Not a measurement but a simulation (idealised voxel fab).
Herein follows the process module entitled voxel double patterning.
In the cross-section labelled cut, the width is 295 nm and each square cell is 5 nm.
A cross-section is a grid of square cells, given in bands from the top down. A band is one or more rows of cells. What a band's entry tells you: where the top is and where the bottom is, as heights in nm, and after that what lies inside, material by material from left to right, each with its width in nm. Empty space is written as the word "blank", and a single material marked with the word "everywhere" occupies the band from edge to edge. It should be noted that heights are counted from 0, beneath which the wafer as supplied is of one material throughout, and that the lowest band possesses no lower boundary but continues downward, as written in "0 -> down". Quick explanation for "30 to 40": the width changes in equal steps down the rows of cells, from the first number in the band's top row to the second number in its bottom row. A step reported as "no change occurred" is a step in which no cell of the cross-section changed. "Enclosed internal voids" - sealed voids, min. 8 cells, no opening to top; format: width x height at distance (distance from left edge; nm throughout). On each step's line, the part that comes after the settings is the simulator's own comment on the step. When a step includes a mask, the "overlay nm" setting on its line states how far to the right of its planned place that mask lay, and negative values state how far to the left.
## plan
step 1: RECEIVE [material Si]
step 2: CONFORMAL_DEP [material SiN] [thk nm 5]
step 3: DIRECTIONAL_DEP [material SiO2] [thk nm 15]
step 4: DIRECTIONAL_DEP [material SiCN] [thk nm 10]
step 5: MASKED_ETCH [tone open] [mask id FIRST] [width nm 15] [pitch nm 50] [etch materials SiCN] [depth nm 10] [overlay nm 0]
step 6: MASKED_ETCH [tone open] [mask id SECOND] [width nm 15] [etch materials SiCN] [depth nm 10] [overlay nm 0]
step 7: DIRECTIONAL_ETCH [etch materials SiO2] [depth nm 15]
step 8: STRIP [etch materials SiCN]
The wafers are alike at the start. At step 2, their thk nm differs. The plan lists the first wafer's value.
## First of several wafers, received after step 1, in cross-section
	0 -> down = Si everywhere
	Enclosed internal voids: none
## Tabulated below, wafer by wafer, are the end-of-module results: for each material, the number of cells gained (+) or lost (-) relative to the as-received state, followed by the closed voids
thk nm 5 | +59 SiN | +150 SiO2 | Enclosed internal voids: none
thk nm 10 | +118 SiN | +150 SiO2 | Enclosed internal voids: none
thk nm 15 | +177 SiN | +150 SiO2 | Enclosed internal voids: none
thk nm 20 | +236 SiN | +150 SiO2 | Enclosed internal voids: none
